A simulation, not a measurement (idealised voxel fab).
process module | voxel self aligned vias
cross-section cut | 250 nm wide | cells 5 nm
A cross-section is a grid of square cells, given in bands from the top down. A band is one or more rows of cells.
Each band's line starts with the height of the band's top and of its bottom, in nm. Then come its materials from left to right, each with its width in nm. One material with "throughout" fills the band from edge to edge. "air" is empty space.
Height 0 is the level under which the wafer as received is all one material. The lowest band goes on downwards, as in "0 down".
A width such as "30 to 40" changes by the same amount from each row of cells to the next, from the band's top row to its bottom row.
"no change" after a step means that no cell of the cross-section changed.
closed voids: empty space of 8 cells or more with no open way to the top, each as width x height at its distance from the left edge, in nm
after a step's settings: what the simulator itself notes on the step
overlay nm, on a step with a mask: how far to the right of its planned place the mask lay; to the left if negative
plan
1 op RECEIVE | material Si
2 op CONFORMAL_DEP | material SiO2 | thk nm 15
3 op CONFORMAL_DEP | material SiCN | thk nm 5
4 op DIRECTIONAL_DEP | material lowk | thk nm 25
5 op MASKED_ETCH | tone open | mask id LINES | width nm 25 | pitch nm 60 | etch materials lowk | depth nm 25 | overlay nm 0
6 op CONFORMAL_DEP | material TiN | thk nm 5
7 op FILL_DEP | material Ru | thk nm 5
8 op CMP | height nm 45
9 op SELECTIVE_ETCH | etch materials W Ru TiN | depth nm 10
10 op FILL_DEP | material SiN | thk nm 5
11 op CMP | height nm 45
12 op DIRECTIONAL_DEP | material lowk | thk nm 20
13 op PATTERN | tone open | mask id VIAS | material resist | width nm 45 | thk nm 20 | overlay nm 0
14 op DIRECTIONAL_ETCH | etch materials lowk | depth nm 20
15 op DIRECTIONAL_ETCH | etch materials SiN | depth nm 10
16 op STRIP | etch materials resist
17 op CONFORMAL_DEP | material TiN | thk nm 5
18 op FILL_DEP | material Ru | thk nm 5
19 op CMP | height nm 65
20 op CONFORMAL_DEP | material SiCN | thk nm 5
as received, after step 1
  0 down: Si throughout
  closed voids: none
a wafer at the end: this start, this plan, one mistake
  70 to 65: SiCN throughout
  65 to 45: lowk 70 | TiN 5 | Ru 35 | TiN 5 | lowk 135
  45 to 40: lowk 70 | TiN 5 | Ru 35 | TiN 5 | lowk 25 | SiN 25 | lowk 85
  40 to 35: lowk 70 | TiN 45 | lowk 25 | SiN 25 | lowk 85
  35 to 25: lowk 70 | TiN 15 | Ru 15 | TiN 15 | lowk 25 | TiN 5 | Ru 15 | TiN 5 | lowk 85
  25 to 20: lowk 80 | TiN 25 | lowk 35 | TiN 25 | lowk 85
  20 to 15: SiCN throughout
  15 to 0: SiO2 throughout
  0 down: Si throughout
  closed voids: none
what went wrong: step 14 was run twice
